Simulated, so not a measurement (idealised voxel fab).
process module | voxel ribs on slabs
cross-section cut | 200 nm wide | cells 5 nm
A cross-section is a grid of square cells, given in bands from the top down. A band is one or more rows of cells.
Each band's line starts with the height of the band's top and of its bottom, in nm. Then come its materials from left to right, each with its width in nm. One material with "throughout" fills the band from edge to edge. "air" is empty space.
Height 0 is the level under which the wafer as received is all one material. The lowest band goes on downwards, as in "0 down".
A width such as "30 to 40" changes by the same amount from each row of cells to the next, from the band's top row to its bottom row.
"no change" after a step means that no cell of the cross-section changed.
closed voids: empty space of 8 cells or more with no open way to the top, each as width x height at its distance from the left edge, in nm
after a step's settings: what the simulator itself notes on the step
overlay nm, on a step with a mask: how far to the right of its planned place the mask lay; to the left if negative
plan
1 op RECEIVE | material Si
2 op DIRECTIONAL_DEP | material SiO2 | thk nm 30
3 op DIRECTIONAL_DEP | material SiN | thk nm 25
4 op MASKED_ETCH | tone cover | mask id RIB | width nm 20 | etch materials SiN | depth nm 5 | overlay nm 0
5 op PATTERN | tone cover | mask id SLAB | material resist | width nm 80 | thk nm 20 | overlay nm 0
6 op DIRECTIONAL_ETCH | etch materials SiN | depth nm 20
7 op STRIP | etch materials resist
8 op FILL_DEP | material SiO2 | thk nm 15
9 op CMP | height nm 65
10 op DIRECTIONAL_DEP | material TiN | thk nm 10
11 op MASKED_ETCH | tone cover | mask id HEATER | width nm 30 | etch materials TiN | depth nm 10 | overlay nm 0
12 op CONFORMAL_DEP | material SiN | thk nm 10
as received, after step 1
  0 down: Si throughout
  closed voids: none
a wafer at the end: this start, this plan, one mistake
  85 to 75: air 75 | SiN 50 | air 75
  75 to 65: SiN 85 | TiN 30 | SiN 85
  65 to 55: SiO2 throughout
  55 to 50: SiO2 90 | SiN 20 | SiO2 90
  50 to 40: SiO2 60 | SiN 80 | SiO2 60
  40 to 30: SiN throughout
  30 to 0: SiO2 throughout
  0 down: Si throughout
  closed voids: none
what went wrong: step 6 ran as: op DIRECTIONAL_ETCH | etch materials SiN | depth nm 10
